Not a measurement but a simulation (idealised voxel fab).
process module | voxel air gaps
cross-section cut | 270 nm wide | cells 5 nm
A cross-section is a grid of square cells, given in bands from the top down. A band is one or more rows of cells.
Each band's line starts with the height of the band's top and of its bottom, in nm. Then come its materials from left to right, each with its width in nm. One material with "throughout" fills the band from edge to edge. "air" is empty space.
Height 0 is the level under which the wafer as received is all one material. The lowest band goes on downwards, as in "0 down".
A width such as "30 to 40" changes by the same amount from each row of cells to the next, from the band's top row to its bottom row.
"no change" after a step means that no cell of the cross-section changed.
closed voids: empty space of 8 cells or more with no open way to the top, each as width x height at its distance from the left edge, in nm
after a step's settings: what the simulator itself notes on the step
overlay nm, on a step with a mask: how far to the right of its planned place the mask lay; to the left if negative
plan
1 op RECEIVE | material Si
2 op CONFORMAL_DEP | material SiO2 | thk nm 15
3 op CONFORMAL_DEP | material SiCN | thk nm 5
4 op DIRECTIONAL_DEP | material SiO2 | thk nm 30
5 op PATTERN | tone open | mask id LINES | material resist | width nm 25 | pitch nm 50 | thk nm 20 | overlay nm 0
6 op DIRECTIONAL_ETCH | etch materials SiO2 | depth nm 30
7 op STRIP | etch materials resist
8 op CONFORMAL_DEP | material TiN | thk nm 5
9 op FILL_DEP | material Ru | thk nm 10
10 op CMP | height nm 50
11 op EPI | material Ru | thk nm 10
12 op SELECTIVE_ETCH | etch materials SiO2 | depth nm 40
13 op CONFORMAL_DEP | material SiCN | thk nm 5
as received, after step 1
  0 down: Si throughout
  closed voids: none
a wafer at the end: this start, this plan, one mistake
  65 to 60: air 30 | SiCN 210 | air 30
  60 to 50: air 30 | SiCN 5 | Ru 200 | SiCN 5 | air 30
  50 to 45: air 30 | SiCN 15 | TiN 5 | Ru 20 | TiN 5 | SiO2 20 | TiN 5 | Ru 20 | TiN 5 | SiO2 20 | TiN 5 | Ru 20 | TiN 5 | SiO2 20 | TiN 5 | Ru 20 | TiN 5 | SiCN 15 | air 30
  45 to 25: air 40 | SiCN 5 | TiN 5 | Ru 20 | TiN 5 | SiO2 20 | TiN 5 | Ru 20 | TiN 5 | SiO2 20 | TiN 5 | Ru 20 | TiN 5 | SiO2 20 | TiN 5 | Ru 20 | TiN 5 | SiCN 5 | air 40
  25 to 20: SiCN 45 | TiN 30 | SiO2 20 | TiN 30 | SiO2 20 | TiN 30 | SiO2 20 | TiN 30 | SiCN 45
  20 to 15: SiCN throughout
  15 to 0: SiO2 throughout
  0 down: Si throughout
  closed voids: none
what went wrong: step 5 ran as: op PATTERN | tone open | mask id LINES | material resist | width nm 30 | pitch nm 50 | thk nm 20 | overlay nm 0
